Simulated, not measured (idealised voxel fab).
Process module under the name voxel wiring stack
The cross-section shown here is cut; it is 185 nm wide and divided into square cells measuring 5 nm on a side.
In this document a cross-section is written as a grid of square cells. It is given as a series of bands, listed from the top down, and a band is one or more rows of cells.
First you get the band's top height and its bottom height, in nm, and then the materials it's made of, left to right, with each width in nm. If you see a single material with "full width", that one covers the band edge to edge. "air" is empty space.
Counting heights begins at 0, where everything beneath is, in the wafer as received, one material. The lowest band has no bottom; it goes on downwards, as "0 down" shows.
Width spec "30->40" -> top row of cells at first value, bottom row at second value, equal per-row change in between.
"same as before" -> step changed no cross-section cell.
Heads up: "Fully enclosed voids" only lists the empty pockets with no open path to the top that are 8 cells or more, and it writes them as width x height at distance, distance from the left edge, in nm.
The remark found on a step's line after its settings is issued by the simulator itself and pertains to that step.
overlay nm: for a step with a mask, the amount by which the mask lay right of where it was planned; a negative amount means left of it.
Read each pair as before and after one process step. The after cross-section shows only down to the lowest band that changed. The step between them and its settings are given below the pair. Pairs can come from different runs of this module on the same starting wafer. A pair continues from the pair above only where its "Pre-process" entry says so.
[Pre-process]
> 0 down | Si full width
> Fully enclosed voids: none
[Structure After Step]
> 10 to 0 | SiO2 full width
> Nothing below the height 0 has changed.
> Fully enclosed voids: none
Upper to lower cross-section via CONFORMAL_DEP [material SiO2] [thk nm 10]
Pre-process: nothing new to draw here, it's the after view of the pair just above.
[Structure After Step]
> 15 to 10 | SiCN full width
> Nothing below the height 10 has changed.
> Fully enclosed voids: none
Upper to lower cross-section via CONFORMAL_DEP [material SiCN] [thk nm 5]
Pre-process: nothing new to draw here, it's the after view of the pair just above.
[Structure After Step]
> 35 to 15 | SiO2 full width
> Nothing below the height 15 has changed.
> Fully enclosed voids: none
Upper to lower cross-section via DIRECTIONAL_DEP [material SiO2] [thk nm 20]
Pre-process: nothing new to draw here, it's the after view of the pair just above.
[Structure After Step]
> 50 to 35 | aC full width
> Nothing below the height 35 has changed.
> Fully enclosed voids: none
Upper to lower cross-section via DIRECTIONAL_DEP [material aC] [thk nm 15]
Pre-process: nothing new to draw here, it's the after view of the pair just above.
[Structure After Step]
> 85 to 50 | resist 50; air 30; resist 20; air 30; resist 55
> Nothing below the height 50 has changed.
> Fully enclosed voids: none
Upper to lower cross-section via PATTERN [tone open] [mask id METAL_1] [material resist] [width nm 30] [pitch nm 50] [thk nm 35] [overlay nm 0]
Pre-process: nothing new to draw here, it's the after view of the pair just above.
[Structure After Step]
> 70 to 50 | resist 50; air 30; resist 20; air 30; resist 55
> 50 to 35 | aC 50; air 30; aC 20; air 30; aC 55
> Nothing below the height 35 has changed.
> Fully enclosed voids: none
Upper to lower cross-section via DIRECTIONAL_ETCH [etch materials aC] [depth nm 15]
Pre-process: nothing new to draw here, it's the after view of the pair just above.
[Structure After Step]
> 50 to 35 | aC 50; air 30; aC 20; air 30; aC 55
> Nothing below the height 35 has changed.
> Fully enclosed voids: none
Upper to lower cross-section via STRIP [etch materials resist]
Pre-process: nothing new to draw here, it's the after view of the pair just above.
[Structure After Step]
> 50 to 35 | aC 50; air 30; aC 20; air 30; aC 55
> 35 to 15 | SiO2 50; air 30; SiO2 20; air 30; SiO2 55
> Nothing below the height 15 has changed.
> Fully enclosed voids: none
Upper to lower cross-section via DIRECTIONAL_ETCH [etch materials SiO2] [depth nm 20]
Pre-process: nothing new to draw here, it's the after view of the pair just above.
[Structure After Step]
> 50 to 35 | aC 50; air 30; aC 20; air 30; aC 55
> 35 to 15 | SiO2 50; air 30; SiO2 20; air 30; SiO2 55
> 15 to 10 | SiCN 50; air 30; SiCN 20; air 30; SiCN 55
> Nothing below the height 10 has changed.
> Fully enclosed voids: none
Upper to lower cross-section via DIRECTIONAL_ETCH [etch materials SiCN] [depth nm 5]
Pre-process: nothing new to draw here, it's the after view of the pair just above.
[Structure After Step]
> 35 to 15 | SiO2 50; air 30; SiO2 20; air 30; SiO2 55
> Nothing below the height 15 has changed.
> Fully enclosed voids: none
Upper to lower cross-section via STRIP [etch materials aC]
Pre-process: nothing new to draw here, it's the after view of the pair just above.
[Structure After Step]
> 40 to 35 | TiN 55; air 20; TiN 30; air 20; TiN 60
> 35 to 15 | SiO2 50; TiN 5; air 20; TiN 5; SiO2 20; TiN 5; air 20; TiN 5; SiO2 55
> 15 to 10 | SiCN 50; TiN 30; SiCN 20; TiN 30; SiCN 55
> Nothing below the height 10 has changed.
> Fully enclosed voids: none
Upper to lower cross-section via CONFORMAL_DEP [material TiN] [thk nm 5]
Pre-process: nothing new to draw here, it's the after view of the pair just above.
[Structure After Step]
> 45 to 40 | Ru full width
> 40 to 35 | TiN 55; Ru 20; TiN 30; Ru 20; TiN 60
> 35 to 15 | SiO2 50; TiN 5; Ru 20; TiN 5; SiO2 20; TiN 5; Ru 20; TiN 5; SiO2 55
> Nothing below the height 15 has changed.
> Fully enclosed voids: none
Upper to lower cross-section via FILL_DEP [material Ru] [thk nm 5]
Pre-process: nothing new to draw here, it's the after view of the pair just above.
[Structure After Step]
> 35 to 15 | SiO2 50; TiN 5; Ru 20; TiN 5; SiO2 20; TiN 5; Ru 20; TiN 5; SiO2 55
> Nothing below the height 15 has changed.
> Fully enclosed voids: none
Upper to lower cross-section via CMP [height nm 35]
Pre-process: nothing new to draw here, it's the after view of the pair just above.
[Structure After Step]
> 40 to 35 | SiCN full width
> Nothing below the height 35 has changed.
> Fully enclosed voids: none
Upper to lower cross-section via CONFORMAL_DEP [material SiCN] [thk nm 5]
Pre-process: nothing new to draw here, it's the after view of the pair just above.
[Structure After Step]
> 75 to 40 | lowk full width
> Nothing below the height 40 has changed.
> Fully enclosed voids: none
Upper to lower cross-section via DIRECTIONAL_DEP [material lowk] [thk nm 35]
Pre-process: nothing new to draw here, it's the after view of the pair just above.
[Structure After Step]
> 95 to 75 | resist 50; air 30; resist 20; air 30; resist 55
> Nothing below the height 75 has changed.
> Fully enclosed voids: none
Upper to lower cross-section via PATTERN [tone open] [mask id METAL_2] [material resist] [width nm 30] [pitch nm 50] [thk nm 20] [overlay nm 0]
Pre-process: nothing new to draw here, it's the after view of the pair just above.
[Structure After Step]
> 95 to 75 | resist 50; air 30; resist 20; air 30; resist 55
> 75 to 55 | lowk 50; air 30; lowk 20; air 30; lowk 55
> Nothing below the height 55 has changed.
> Fully enclosed voids: none
Upper to lower cross-section via DIRECTIONAL_ETCH [etch materials lowk] [depth nm 20]
Pre-process: nothing new to draw here, it's the after view of the pair just above.
[Structure After Step]
> 75 to 55 | lowk 50; air 30; lowk 20; air 30; lowk 55
> Nothing below the height 55 has changed.
> Fully enclosed voids: none
Upper to lower cross-section via STRIP [etch materials resist]
Pre-process: nothing new to draw here, it's the after view of the pair just above.
[Structure After Step]
> 90 to 75 | resist 50; air 15; resist 35; air 15; resist 70
> 75 to 55 | lowk 50; air 15; resist 15; lowk 20; air 15; resist 15; lowk 55
> Nothing below the height 55 has changed.
> Fully enclosed voids: none
Upper to lower cross-section via PATTERN [tone open] [mask id METAL_2_HOLES] [material resist] [width nm 15] [pitch nm 50] [thk nm 15] [overlay nm 0]
Pre-process: nothing new to draw here, it's the after view of the pair just above.
[Structure After Step]
> 90 to 75 | resist 50; air 15; resist 35; air 15; resist 70
> 75 to 55 | lowk 50; air 15; resist 15; lowk 20; air 15; resist 15; lowk 55
> 55 to 40 | lowk 50; air 15; lowk 35; air 15; lowk 70
> Nothing below the height 40 has changed.
> Fully enclosed voids: none
Upper to lower cross-section via DIRECTIONAL_ETCH [etch materials lowk] [depth nm 15]
Pre-process: nothing new to draw here, it's the after view of the pair just above.
[Structure After Step]
> 90 to 75 | resist 50; air 15; resist 35; air 15; resist 70
> 75 to 55 | lowk 50; air 15; resist 15; lowk 20; air 15; resist 15; lowk 55
> 55 to 40 | lowk 50; air 15; lowk 35; air 15; lowk 70
> 40 to 35 | SiCN 50; air 15; SiCN 35; air 15; SiCN 70
> Nothing below the height 35 has changed.
> Fully enclosed voids: none
Upper to lower cross-section via DIRECTIONAL_ETCH [etch materials SiCN] [depth nm 5]
Pre-process: nothing new to draw here, it's the after view of the pair just above.
[Structure After Step]
> 75 to 55 | lowk 50; air 30; lowk 20; air 30; lowk 55
> Nothing below the height 55 has changed.
> Fully enclosed voids: none
Upper to lower cross-section via STRIP [etch materials resist]
Pre-process: nothing new to draw here, it's the after view of the pair just above.
[Structure After Step]
> 80 to 75 | TiN 55; air 20; TiN 30; air 20; TiN 60
> 75 to 60 | lowk 50; TiN 5; air 20; TiN 5; lowk 20; TiN 5; air 20; TiN 5; lowk 55
> 60 to 55 | lowk 50; TiN 5; air 5; TiN 20; lowk 20; TiN 5; air 5; TiN 20; lowk 55
> 55 to 40 | lowk 50; TiN 5; air 5; TiN 5; lowk 35; TiN 5; air 5; TiN 5; lowk 70
> 40 to 35 | SiCN 50; TiN 15; SiCN 35; TiN 15; SiCN 70
> Nothing below the height 35 has changed.
> Fully enclosed voids: none
Upper to lower cross-section via CONFORMAL_DEP [material TiN] [thk nm 5]
Pre-process: nothing new to draw here, it's the after view of the pair just above.
[Structure After Step]
> 85 to 80 | Cu full width
> 80 to 75 | TiN 55; Cu 20; TiN 30; Cu 20; TiN 60
> 75 to 60 | lowk 50; TiN 5; Cu 20; TiN 5; lowk 20; TiN 5; Cu 20; TiN 5; lowk 55
> 60 to 55 | lowk 50; TiN 5; Cu 5; TiN 20; lowk 20; TiN 5; Cu 5; TiN 20; lowk 55
> 55 to 40 | lowk 50; TiN 5; Cu 5; TiN 5; lowk 35; TiN 5; Cu 5; TiN 5; lowk 70
> Nothing below the height 40 has changed.
> Fully enclosed voids: none
Upper to lower cross-section via FILL_DEP [material Cu] [thk nm 5]
Pre-process: nothing new to draw here, it's the after view of the pair just above.
[Structure After Step]
> 75 to 60 | lowk 50; TiN 5; Cu 20; TiN 5; lowk 20; TiN 5; Cu 20; TiN 5; lowk 55
> Nothing below the height 60 has changed.
> Fully enclosed voids: none
Upper to lower cross-section via CMP [height nm 75]
Pre-process: nothing new to draw here, it's the after view of the pair just above.
[Structure After Step]
> 80 to 75 | SiN full width
> Nothing below the height 75 has changed.
> Fully enclosed voids: none
Upper to lower cross-section via CONFORMAL_DEP [material SiN] [thk nm 5]
[Pre-process]
> 10 to 0 | SiO2 full width
> 0 down | Si full width
> Fully enclosed voids: none
[Structure After Step]
> 30 to 0 | SiO2 full width
> Nothing below the height 0 has changed.
> Fully enclosed voids: none
Upper to lower cross-section via DIRECTIONAL_DEP [material SiO2] [thk nm 20]
Pre-process: nothing new to draw here, it's the after view of the pair just above.
[Structure After Step]
> 45 to 30 | aC full width
> Nothing below the height 30 has changed.
> Fully enclosed voids: none
Upper to lower cross-section via DIRECTIONAL_DEP [material aC] [thk nm 15]
Pre-process: nothing new to draw here, it's the after view of the pair just above.
[Structure After Step]
> 80 to 45 | resist 50; air 30; resist 20; air 30; resist 55
> Nothing below the height 45 has changed.
> Fully enclosed voids: none
Upper to lower cross-section via PATTERN [tone open] [mask id METAL_1] [material resist] [width nm 30] [pitch nm 50] [thk nm 35] [overlay nm 0]
Pre-process: nothing new to draw here, it's the after view of the pair just above.
[Structure After Step]
> 65 to 45 | resist 50; air 30; resist 20; air 30; resist 55
> 45 to 30 | aC 50; air 30; aC 20; air 30; aC 55
> Nothing below the height 30 has changed.
> Fully enclosed voids: none
Upper to lower cross-section via DIRECTIONAL_ETCH [etch materials aC] [depth nm 15]
Pre-process: nothing new to draw here, it's the after view of the pair just above.
[Structure After Step]
> 45 to 30 | aC 50; air 30; aC 20; air 30; aC 55
> Nothing below the height 30 has changed.
> Fully enclosed voids: none
Upper to lower cross-section via STRIP [etch materials resist]
Pre-process: nothing new to draw here, it's the after view of the pair just above.
[Structure After Step]
> 45 to 30 | aC 50; air 30; aC 20; air 30; aC 55
> 30 to 10 | SiO2 50; air 30; SiO2 20; air 30; SiO2 55
> Nothing below the height 10 has changed.
> Fully enclosed voids: none
Upper to lower cross-section via DIRECTIONAL_ETCH [etch materials SiO2] [depth nm 20]
Pre-process: nothing new to draw here, it's the after view of the pair just above.
[Structure After Step]
> 30 to 10 | SiO2 50; air 30; SiO2 20; air 30; SiO2 55
> Nothing below the height 10 has changed.
> Fully enclosed voids: none
Upper to lower cross-section via STRIP [etch materials aC]
Pre-process: nothing new to draw here, it's the after view of the pair just above.
[Structure After Step]
> 35 to 30 | TiN 55; air 20; TiN 30; air 20; TiN 60
> 30 to 15 | SiO2 50; TiN 5; air 20; TiN 5; SiO2 20; TiN 5; air 20; TiN 5; SiO2 55
> 15 to 10 | SiO2 50; TiN 30; SiO2 20; TiN 30; SiO2 55
> Nothing below the height 10 has changed.
> Fully enclosed voids: none
Upper to lower cross-section via CONFORMAL_DEP [material TiN] [thk nm 5]
Pre-process: nothing new to draw here, it's the after view of the pair just above.
[Structure After Step]
> 40 to 35 | Ru full width
> 35 to 30 | TiN 55; Ru 20; TiN 30; Ru 20; TiN 60
> 30 to 15 | SiO2 50; TiN 5; Ru 20; TiN 5; SiO2 20; TiN 5; Ru 20; TiN 5; SiO2 55
> Nothing below the height 15 has changed.
> Fully enclosed voids: none
Upper to lower cross-section via FILL_DEP [material Ru] [thk nm 5]
Pre-process: nothing new to draw here, it's the after view of the pair just above.
[Structure After Step]
> 35 to 30 | TiN 55; Ru 20; TiN 30; Ru 20; TiN 60
> Nothing below the height 30 has changed.
> Fully enclosed voids: none
Upper to lower cross-section via CMP [height nm 35]
Pre-process: nothing new to draw here, it's the after view of the pair just above.
[Structure After Step]
> 40 to 35 | SiCN full width
> Nothing below the height 35 has changed.
> Fully enclosed voids: none
Upper to lower cross-section via CONFORMAL_DEP [material SiCN] [thk nm 5]
Pre-process: nothing new to draw here, it's the after view of the pair just above.
[Structure After Step]
> 75 to 40 | lowk full width
> Nothing below the height 40 has changed.
> Fully enclosed voids: none
Upper to lower cross-section via DIRECTIONAL_DEP [material lowk] [thk nm 35]
Pre-process: nothing new to draw here, it's the after view of the pair just above.
[Structure After Step]
> 95 to 75 | resist 50; air 30; resist 20; air 30; resist 55
> Nothing below the height 75 has changed.
> Fully enclosed voids: none
Upper to lower cross-section via PATTERN [tone open] [mask id METAL_2] [material resist] [width nm 30] [pitch nm 50] [thk nm 20] [overlay nm 0]
Pre-process: nothing new to draw here, it's the after view of the pair just above.
[Structure After Step]
> 95 to 75 | resist 50; air 30; resist 20; air 30; resist 55
> 75 to 55 | lowk 50; air 30; lowk 20; air 30; lowk 55
> Nothing below the height 55 has changed.
> Fully enclosed voids: none
Upper to lower cross-section via DIRECTIONAL_ETCH [etch materials lowk] [depth nm 20]
Pre-process: nothing new to draw here, it's the after view of the pair just above.
[Structure After Step]
> 75 to 55 | lowk 50; air 30; lowk 20; air 30; lowk 55
> Nothing below the height 55 has changed.
> Fully enclosed voids: none
Upper to lower cross-section via STRIP [etch materials resist]
Pre-process: nothing new to draw here, it's the after view of the pair just above.
[Structure After Step]
> 90 to 75 | resist 50; air 15; resist 35; air 15; resist 70
> 75 to 55 | lowk 50; air 15; resist 15; lowk 20; air 15; resist 15; lowk 55
> Nothing below the height 55 has changed.
> Fully enclosed voids: none
Upper to lower cross-section via PATTERN [tone open] [mask id METAL_2_HOLES] [material resist] [width nm 15] [pitch nm 50] [thk nm 15] [overlay nm 0]
Pre-process: nothing new to draw here, it's the after view of the pair just above.
[Structure After Step]
> 90 to 75 | resist 50; air 15; resist 35; air 15; resist 70
> 75 to 55 | lowk 50; air 15; resist 15; lowk 20; air 15; resist 15; lowk 55
> 55 to 40 | lowk 50; air 15; lowk 35; air 15; lowk 70
> Nothing below the height 40 has changed.
> Fully enclosed voids: none
Upper to lower cross-section via DIRECTIONAL_ETCH [etch materials lowk] [depth nm 15]
Pre-process: nothing new to draw here, it's the after view of the pair just above.
[Structure After Step]
> 90 to 75 | resist 50; air 15; resist 35; air 15; resist 70
> 75 to 55 | lowk 50; air 15; resist 15; lowk 20; air 15; resist 15; lowk 55
> 55 to 40 | lowk 50; air 15; lowk 35; air 15; lowk 70
> 40 to 35 | SiCN 50; air 15; SiCN 35; air 15; SiCN 70
> Nothing below the height 35 has changed.
> Fully enclosed voids: none
Upper to lower cross-section via DIRECTIONAL_ETCH [etch materials SiCN] [depth nm 5]
Pre-process: nothing new to draw here, it's the after view of the pair just above.
[Structure After Step]
> 75 to 55 | lowk 50; air 30; lowk 20; air 30; lowk 55
> Nothing below the height 55 has changed.
> Fully enclosed voids: none
Upper to lower cross-section via STRIP [etch materials resist]
Pre-process: nothing new to draw here, it's the after view of the pair just above.
[Structure After Step]
> 80 to 75 | TiN 55; air 20; TiN 30; air 20; TiN 60
> 75 to 60 | lowk 50; TiN 5; air 20; TiN 5; lowk 20; TiN 5; air 20; TiN 5; lowk 55
> 60 to 55 | lowk 50; TiN 5; air 5; TiN 20; lowk 20; TiN 5; air 5; TiN 20; lowk 55
> 55 to 40 | lowk 50; TiN 5; air 5; TiN 5; lowk 35; TiN 5; air 5; TiN 5; lowk 70
> 40 to 35 | SiCN 50; TiN 15; SiCN 35; TiN 15; SiCN 70
> Nothing below the height 35 has changed.
> Fully enclosed voids: none
Upper to lower cross-section via CONFORMAL_DEP [material TiN] [thk nm 5]
Pre-process: nothing new to draw here, it's the after view of the pair just above.
[Structure After Step]
> 85 to 80 | Cu full width
> 80 to 75 | TiN 55; Cu 20; TiN 30; Cu 20; TiN 60
> 75 to 60 | lowk 50; TiN 5; Cu 20; TiN 5; lowk 20; TiN 5; Cu 20; TiN 5; lowk 55
> 60 to 55 | lowk 50; TiN 5; Cu 5; TiN 20; lowk 20; TiN 5; Cu 5; TiN 20; lowk 55
> 55 to 40 | lowk 50; TiN 5; Cu 5; TiN 5; lowk 35; TiN 5; Cu 5; TiN 5; lowk 70
> Nothing below the height 40 has changed.
> Fully enclosed voids: none
Upper to lower cross-section via FILL_DEP [material Cu] [thk nm 5]
Pre-process: nothing new to draw here, it's the after view of the pair just above.
[Structure After Step]
> 75 to 60 | lowk 50; TiN 5; Cu 20; TiN 5; lowk 20; TiN 5; Cu 20; TiN 5; lowk 55
> Nothing below the height 60 has changed.
> Fully enclosed voids: none
Upper to lower cross-section via CMP [height nm 75]
Pre-process: nothing new to draw here, it's the after view of the pair just above.
[Structure After Step]
> 80 to 75 | SiN full width
> Nothing below the height 75 has changed.
> Fully enclosed voids: none
Upper to lower cross-section via CONFORMAL_DEP [material SiN] [thk nm 5]
[Pre-process]
> 95 to 75 | resist 50; air 30; resist 20; air 30; resist 55
> 75 to 55 | lowk 50; air 30; lowk 20; air 30; lowk 55
> 55 to 40 | lowk full width
> 40 to 35 | SiCN full width
> 35 to 15 | SiO2 50; TiN 5; Ru 20; TiN 5; SiO2 20; TiN 5; Ru 20; TiN 5; SiO2 55
> 15 to 10 | SiCN 50; TiN 30; SiCN 20; TiN 30; SiCN 55
> 10 to 0 | SiO2 full width
> 0 down | Si full width
> Fully enclosed voids: none
[Structure After Step]
> 95 to 75 | resist 50; air 30; resist 20; air 30; resist 55
> 75 to 40 | lowk 50; air 30; lowk 20; air 30; lowk 55
> Nothing below the height 40 has changed.
> Fully enclosed voids: none
Upper to lower cross-section via DIRECTIONAL_ETCH [etch materials lowk] [depth nm 20]
Pre-process: nothing new to draw here, it's the after view of the pair just above.
[Structure After Step]
> 75 to 40 | lowk 50; air 30; lowk 20; air 30; lowk 55
> Nothing below the height 40 has changed.
> Fully enclosed voids: none
Upper to lower cross-section via STRIP [etch materials resist]
Pre-process: nothing new to draw here, it's the after view of the pair just above.
[Structure After Step]
> 90 to 75 | resist 50; air 15; resist 35; air 15; resist 70
> 75 to 40 | lowk 50; air 15; resist 15; lowk 20; air 15; resist 15; lowk 55
> Nothing below the height 40 has changed.
> Fully enclosed voids: none
Upper to lower cross-section via PATTERN [tone open] [mask id METAL_2_HOLES] [material resist] [width nm 15] [pitch nm 50] [thk nm 15] [overlay nm 0]
Pre-process: nothing new to draw here, it's the after view of the pair just above.
[Structure After Step]
> 90 to 75 | resist 50; air 15; resist 35; air 15; resist 70
> 75 to 40 | lowk 50; air 15; resist 15; lowk 20; air 15; resist 15; lowk 55
> 40 to 35 | SiCN 50; air 15; SiCN 35; air 15; SiCN 70
> Nothing below the height 35 has changed.
> Fully enclosed voids: none
Upper to lower cross-section via DIRECTIONAL_ETCH [etch materials SiCN] [depth nm 5]
Pre-process: nothing new to draw here, it's the after view of the pair just above.
[Structure After Step]
> 75 to 40 | lowk 50; air 30; lowk 20; air 30; lowk 55
> Nothing below the height 40 has changed.
> Fully enclosed voids: none
Upper to lower cross-section via STRIP [etch materials resist]
Pre-process: nothing new to draw here, it's the after view of the pair just above.
[Structure After Step]
> 80 to 75 | TiN 55; air 20; TiN 30; air 20; TiN 60
> 75 to 45 | lowk 50; TiN 5; air 20; TiN 5; lowk 20; TiN 5; air 20; TiN 5; lowk 55
> 45 to 40 | lowk 50; TiN 5; air 5; TiN 20; lowk 20; TiN 5; air 5; TiN 20; lowk 55
> 40 to 35 | SiCN 50; TiN 15; SiCN 35; TiN 15; SiCN 70
> Nothing below the height 35 has changed.
> Fully enclosed voids: none
Upper to lower cross-section via CONFORMAL_DEP [material TiN] [thk nm 5]
Pre-process: nothing new to draw here, it's the after view of the pair just above.
[Structure After Step]
> 85 to 80 | Cu full width
> 80 to 75 | TiN 55; Cu 20; TiN 30; Cu 20; TiN 60
> 75 to 45 | lowk 50; TiN 5; Cu 20; TiN 5; lowk 20; TiN 5; Cu 20; TiN 5; lowk 55
> 45 to 40 | lowk 50; TiN 5; Cu 5; TiN 20; lowk 20; TiN 5; Cu 5; TiN 20; lowk 55
> Nothing below the height 40 has changed.
> Fully enclosed voids: none
Upper to lower cross-section via FILL_DEP [material Cu] [thk nm 5]
Pre-process: nothing new to draw here, it's the after view of the pair just above.
[Structure After Step]
> 75 to 45 | lowk 50; TiN 5; Cu 20; TiN 5; lowk 20; TiN 5; Cu 20; TiN 5; lowk 55
> Nothing below the height 45 has changed.
> Fully enclosed voids: none
Upper to lower cross-section via CMP [height nm 75]
Pre-process: nothing new to draw here, it's the after view of the pair just above.
[Structure After Step]
> 80 to 75 | SiN full width
> Nothing below the height 75 has changed.
> Fully enclosed voids: none
Upper to lower cross-section via CONFORMAL_DEP [material SiN] [thk nm 5]
[Pre-process]
> 35 to 15 | SiO2 50; TiN 5; Ru 20; TiN 5; SiO2 20; TiN 5; Ru 20; TiN 5; SiO2 55
> 15 to 10 | SiCN 50; TiN 30; SiCN 20; TiN 30; SiCN 55
> 10 to 0 | SiO2 full width
> 0 down | Si full width
> Fully enclosed voids: none
[Structure After Step]
> 70 to 35 | lowk full width
> Nothing below the height 35 has changed.
> Fully enclosed voids: none
Upper to lower cross-section via DIRECTIONAL_DEP [material lowk] [thk nm 35]
Pre-process: nothing new to draw here, it's the after view of the pair just above.
[Structure After Step]
> 75 to 70 | SiCN full width
> Nothing below the height 70 has changed.
> Fully enclosed voids: none
Upper to lower cross-section via CONFORMAL_DEP [material SiCN] [thk nm 5]
Pre-process: nothing new to draw here, it's the after view of the pair just above.
[Structure After Step]
> 95 to 75 | resist 50; air 30; resist 20; air 30; resist 55
> Nothing below the height 75 has changed.
> Fully enclosed voids: none
Upper to lower cross-section via PATTERN [tone open] [mask id METAL_2] [material resist] [width nm 30] [pitch nm 50] [thk nm 20] [overlay nm 0]
Pre-process: nothing new to draw here, it's the after view of the pair just above.
[Structure After Step]
> 75 to 70 | SiCN full width
> Nothing below the height 70 has changed.
> Fully enclosed voids: none
Upper to lower cross-section via STRIP [etch materials resist]
Pre-process: nothing new to draw here, it's the after view of the pair just above.
[Structure After Step]
> 90 to 75 | resist 50; air 15; resist 35; air 15; resist 70
> Nothing below the height 75 has changed.
> Fully enclosed voids: none
Upper to lower cross-section via PATTERN [tone open] [mask id METAL_2_HOLES] [material resist] [width nm 15] [pitch nm 50] [thk nm 15] [overlay nm 0]
Pre-process: nothing new to draw here, it's the after view of the pair just above.
[Structure After Step]
> 90 to 75 | resist 50; air 15; resist 35; air 15; resist 70
> 75 to 70 | SiCN 50; air 15; SiCN 35; air 15; SiCN 70
> Nothing below the height 70 has changed.
> Fully enclosed voids: none
Upper to lower cross-section via DIRECTIONAL_ETCH [etch materials SiCN] [depth nm 5]
Pre-process: nothing new to draw here, it's the after view of the pair just above.
[Structure After Step]
> 75 to 70 | SiCN 50; air 15; SiCN 35; air 15; SiCN 70
> Nothing below the height 70 has changed.
> Fully enclosed voids: none
Upper to lower cross-section via STRIP [etch materials resist]
Pre-process: nothing new to draw here, it's the after view of the pair just above.
[Structure After Step]
> 80 to 75 | TiN 55; air 5; TiN 45; air 5; TiN 75
> 75 to 70 | SiCN 50; TiN 15; SiCN 35; TiN 15; SiCN 70
> Nothing below the height 70 has changed.
> Fully enclosed voids: none
Upper to lower cross-section via CONFORMAL_DEP [material TiN] [thk nm 5]
Pre-process: nothing new to draw here, it's the after view of the pair just above.
[Structure After Step]
> 85 to 80 | Cu full width
> 80 to 75 | TiN 55; Cu 5; TiN 45; Cu 5; TiN 75
> Nothing below the height 75 has changed.
> Fully enclosed voids: none
Upper to lower cross-section via FILL_DEP [material Cu] [thk nm 5]
Pre-process: nothing new to draw here, it's the after view of the pair just above.
[Structure After Step]
> 75 to 70 | SiCN 50; TiN 15; SiCN 35; TiN 15; SiCN 70
> Nothing below the height 70 has changed.
> Fully enclosed voids: none
Upper to lower cross-section via CMP [height nm 75]
Pre-process: nothing new to draw here, it's the after view of the pair just above.
[Structure After Step]
> 80 to 75 | SiN full width
> Nothing below the height 75 has changed.
> Fully enclosed voids: none
Upper to lower cross-section via CONFORMAL_DEP [material SiN] [thk nm 5]
[Pre-process]
> 95 to 75 | resist 50; air 30; resist 20; air 30; resist 55
> 75 to 40 | lowk full width
> 40 to 35 | SiCN full width
> 35 to 15 | SiO2 50; TiN 5; Ru 20; TiN 5; SiO2 20; TiN 5; Ru 20; TiN 5; SiO2 55
> 15 to 10 | SiCN 50; TiN 30; SiCN 20; TiN 30; SiCN 55
> 10 to 0 | SiO2 full width
> 0 down | Si full width
> Fully enclosed voids: none
[Structure After Step]
> 95 to 75 | resist 50; air 30; resist 20; air 30; resist 55
> 75 to 50 | lowk 50; air 30; lowk 20; air 30; lowk 55
> Nothing below the height 50 has changed.
> Fully enclosed voids: none
Upper to lower cross-section via DIRECTIONAL_ETCH [etch materials lowk] [depth nm 25]
Pre-process: nothing new to draw here, it's the after view of the pair just above.
[Structure After Step]
> 75 to 50 | lowk 50; air 30; lowk 20; air 30; lowk 55
> Nothing below the height 50 has changed.
> Fully enclosed voids: none
Upper to lower cross-section via STRIP [etch materials resist]
Pre-process: nothing new to draw here, it's the after view of the pair just above.
[Structure After Step]
> 90 to 75 | resist 50; air 15; resist 35; air 15; resist 70
> 75 to 50 | lowk 50; air 15; resist 15; lowk 20; air 15; resist 15; lowk 55
> Nothing below the height 50 has changed.
> Fully enclosed voids: none
Upper to lower cross-section via PATTERN [tone open] [mask id METAL_2_HOLES] [material resist] [width nm 15] [pitch nm 50] [thk nm 15] [overlay nm 0]
Pre-process: nothing new to draw here, it's the after view of the pair just above.
[Structure After Step]
> 90 to 75 | resist 50; air 15; resist 35; air 15; resist 70
> 75 to 50 | lowk 50; air 15; resist 15; lowk 20; air 15; resist 15; lowk 55
> 50 to 40 | lowk 50; air 15; lowk 35; air 15; lowk 70
> Nothing below the height 40 has changed.
> Fully enclosed voids: none
Upper to lower cross-section via DIRECTIONAL_ETCH [etch materials lowk] [depth nm 15]
Pre-process: nothing new to draw here, it's the after view of the pair just above.
[Structure After Step]
> 90 to 75 | resist 50; air 15; resist 35; air 15; resist 70
> 75 to 50 | lowk 50; air 15; resist 15; lowk 20; air 15; resist 15; lowk 55
> 50 to 40 | lowk 50; air 15; lowk 35; air 15; lowk 70
> 40 to 35 | SiCN 50; air 15; SiCN 35; air 15; SiCN 70
> Nothing below the height 35 has changed.
> Fully enclosed voids: none
Upper to lower cross-section via DIRECTIONAL_ETCH [etch materials SiCN] [depth nm 5]
Pre-process: nothing new to draw here, it's the after view of the pair just above.
[Structure After Step]
> 75 to 50 | lowk 50; air 30; lowk 20; air 30; lowk 55
> Nothing below the height 50 has changed.
> Fully enclosed voids: none
Upper to lower cross-section via STRIP [etch materials resist]
Pre-process: nothing new to draw here, it's the after view of the pair just above.
[Structure After Step]
> 80 to 75 | TiN 55; air 20; TiN 30; air 20; TiN 60
> 75 to 55 | lowk 50; TiN 5; air 20; TiN 5; lowk 20; TiN 5; air 20; TiN 5; lowk 55
> 55 to 50 | lowk 50; TiN 5; air 5; TiN 20; lowk 20; TiN 5; air 5; TiN 20; lowk 55
> 50 to 40 | lowk 50; TiN 5; air 5; TiN 5; lowk 35; TiN 5; air 5; TiN 5; lowk 70
> 40 to 35 | SiCN 50; TiN 15; SiCN 35; TiN 15; SiCN 70
> Nothing below the height 35 has changed.
> Fully enclosed voids: none
Upper to lower cross-section via CONFORMAL_DEP [material TiN] [thk nm 5]
Pre-process: nothing new to draw here, it's the after view of the pair just above.
[Structure After Step]
> 85 to 80 | Cu full width
> 80 to 75 | TiN 55; Cu 20; TiN 30; Cu 20; TiN 60
> 75 to 55 | lowk 50; TiN 5; Cu 20; TiN 5; lowk 20; TiN 5; Cu 20; TiN 5; lowk 55
> 55 to 50 | lowk 50; TiN 5; Cu 5; TiN 20; lowk 20; TiN 5; Cu 5; TiN 20; lowk 55
> 50 to 40 | lowk 50; TiN 5; Cu 5; TiN 5; lowk 35; TiN 5; Cu 5; TiN 5; lowk 70
> Nothing below the height 40 has changed.
> Fully enclosed voids: none
Upper to lower cross-section via FILL_DEP [material Cu] [thk nm 5]
Pre-process: nothing new to draw here, it's the after view of the pair just above.
[Structure After Step]
> 75 to 55 | lowk 50; TiN 5; Cu 20; TiN 5; lowk 20; TiN 5; Cu 20; TiN 5; lowk 55
> Nothing below the height 55 has changed.
> Fully enclosed voids: none
Upper to lower cross-section via CMP [height nm 75]
Pre-process: nothing new to draw here, it's the after view of the pair just above.
[Structure After Step]
> 80 to 75 | SiN full width
> Nothing below the height 75 has changed.
> Fully enclosed voids: none
Upper to lower cross-section via CONFORMAL_DEP [material SiN] [thk nm 5]
